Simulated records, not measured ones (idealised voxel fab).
The process module presented herein is designated voxel lift off.
This is section cut - it's 170 nm across, gridded in 5 nm square cells.
We lay out every cross-section as a grid of square cells and spell it out in bands from the top down, where one band means one or more rows of cells. The band entry comprises the height of the band's top followed by the height of its bottom, expressed in nm, and subsequently the band's materials from left to right, each stated together with its width in nm. Where a single material is marked with the word "everywhere", that material fills the band from edge to edge. The word "air" represents empty space. Below 0: as-received wafer, all one material; heights counted from there. Lowest band: no bottom, goes on down, written "from 0 down". When a width is written as two numbers, as in "30 to 40", the first number is the width in the top row of cells of the band and the second is the width in its bottom row, and the width changes by the same amount from each row to the next. When a step is marked "nothing changed", none of the cells in the cross-section changed during that step. So "Enclosed cavities" is basically the list of trapped voids: any empty space of 8 cells or more that can't reach the top through an opening. They're written width x height at distance, the distance being from the left edge, and it's all nm. Heads up: the bit after the settings on a step's line is the simulator's remark on that step. overlay nm: step with mask; distance mask lay right of planned place; negative value = left of planned place.
[plan]
- 1: RECEIVE, material Si
- 2: CONFORMAL_DEP, material Al2O3, thk nm 15
- 3: PATTERN, tone open, mask id LINES, material resist, width nm 25, pitch nm 50, thk nm 30, overlay nm 0
- 4: DIRECTIONAL_DEP, material Ru, thk nm 15
- 5: STRIP, etch materials resist
- 6: CONFORMAL_DEP, material SiN, thk nm 5
[First of two wafers, with the run carried out as planned]
[Wafer cross-section on receipt, i.e. after step 1]
  from 0 down = Si everywhere
  Enclosed cavities: none
[The wafer, seen in cross-section, after step 2]
  from 15 to 0 = Al2O3 everywhere
  Everything under 0 stays put, no change at all.
[The wafer, seen in cross-section, after step 3]
  from 45 to 15 = resist 45, air 25, resist 25, air 25, resist 50
  Everything under 15 stays put, no change at all.
[The wafer, seen in cross-section, after step 4]
  from 60 to 45 = Ru 45, air 25, Ru 25, air 25, Ru 50
  from 45 to 30 = resist 45, air 25, resist 25, air 25, resist 50
  from 30 to 15 = resist 45, Ru 25, resist 25, Ru 25, resist 50
  Everything under 15 stays put, no change at all.
[The wafer, seen in cross-section, after step 5]
  from 30 to 15 = air 45, Ru 25, air 25, Ru 25, air 50
  Everything under 15 stays put, no change at all.
[The wafer, seen in cross-section, after step 6]
  from 35 to 30 = air 40, SiN 35, air 15, SiN 35, air 45
  from 30 to 20 = air 40, SiN 5, Ru 25, SiN 5, air 15, SiN 5, Ru 25, SiN 5, air 45
  from 20 to 15 = SiN 45, Ru 25, SiN 25, Ru 25, SiN 50
  Everything under 15 stays put, no change at all.
[Second wafer. Start and plan as for the first. One mistake made in running. Agrees with the first up to and including step 1]
[Second wafer, cut view, end of step 2 per plan]
  from 30 to 0 = Al2O3 everywhere
  Everything under 0 stays put, no change at all.
[Second wafer, cut view, end of step 3 per plan]
  from 60 to 30 = resist 45, air 25, resist 25, air 25, resist 50
  Everything under 30 stays put, no change at all.
[Second wafer, cut view, end of step 4 per plan]
  from 75 to 60 = Ru 45, air 25, Ru 25, air 25, Ru 50
  from 60 to 45 = resist 45, air 25, resist 25, air 25, resist 50
  from 45 to 30 = resist 45, Ru 25, resist 25, Ru 25, resist 50
  Everything under 30 stays put, no change at all.
[Second wafer, cut view, end of step 5 per plan]
  from 45 to 30 = air 45, Ru 25, air 25, Ru 25, air 50
  Everything under 30 stays put, no change at all.
[Second wafer, cut view, end of step 6 per plan]
  from 50 to 45 = air 40, SiN 35, air 15, SiN 35, air 45
  from 45 to 35 = air 40, SiN 5, Ru 25, SiN 5, air 15, SiN 5, Ru 25, SiN 5, air 45
  from 35 to 30 = SiN 45, Ru 25, SiN 25, Ru 25, SiN 50
  Everything under 30 stays put, no change at all.
Misprocessing identified: plan step 2 ran twice
Cell-count delta at end, second wafer over first, by material: +102 Al2O3
